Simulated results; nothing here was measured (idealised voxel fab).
process module | voxel ribs on slabs
cross-section cut | 225 nm wide | cells 5 nm
A cross-section is a grid of square cells, given in bands from the top down. A band is one or more rows of cells.
Each band's line starts with the height of the band's top and of its bottom, in nm. Then come its materials from left to right, each with its width in nm. One material with "throughout" fills the band from edge to edge. "air" is empty space.
Height 0 is the level under which the wafer as received is all one material. The lowest band goes on downwards, as in "0 down".
A width such as "30 to 40" changes by the same amount from each row of cells to the next, from the band's top row to its bottom row.
"no change" after a step means that no cell of the cross-section changed.
closed voids: empty space of 8 cells or more with no open way to the top, each as width x height at its distance from the left edge, in nm
after a step's settings: what the simulator itself notes on the step
overlay nm, on a step with a mask: how far to the right of its planned place the mask lay; to the left if negative
plan
1 op RECEIVE | material Si
2 op DIRECTIONAL_DEP | material SiO2 | thk nm 20
3 op DIRECTIONAL_DEP | material SiN | thk nm 15
4 op PATTERN | tone cover | mask id RIB | material resist | width nm 15 | thk nm 20 | overlay nm 0
5 op DIRECTIONAL_ETCH | etch materials SiN | depth nm 10
6 op STRIP | etch materials resist
7 op PATTERN | tone cover | mask id SLAB | material resist | width nm 55 | thk nm 20 | overlay nm 0
8 op DIRECTIONAL_ETCH | etch materials SiN | depth nm 5
9 op STRIP | etch materials resist
10 op FILL_DEP | material SiO2 | thk nm 20
11 op CMP | height nm 50
12 op DIRECTIONAL_DEP | material TiN | thk nm 10
13 op PATTERN | tone cover | mask id HEATER | material resist | width nm 25 | thk nm 15 | overlay nm 0
14 op DIRECTIONAL_ETCH | etch materials TiN | depth nm 10
15 op STRIP | etch materials resist
16 op CONFORMAL_DEP | material SiN | thk nm 10
varied across the wafers: width nm of step 7. The plan shows the first wafer's value. All wafers start alike
first wafer as received, after step 1
  0 down: Si throughout
  closed voids: none
each wafer at the end: cells of each material gained (+) or lost (-) since it was received, then its closed voids
width nm 55 | +115 SiN | +433 SiO2 | +10 TiN | closed voids: none
width nm 60 | +116 SiN | +432 SiO2 | +10 TiN | closed voids: none
width nm 65 | +117 SiN | +431 SiO2 | +10 TiN | closed voids: none
width nm 70 | +118 SiN | +430 SiO2 | +10 TiN | closed voids: none
width nm 75 | +119 SiN | +429 SiO2 | +10 TiN | closed voids: none
width nm 80 | +120 SiN | +428 SiO2 | +10 TiN | closed voids: none
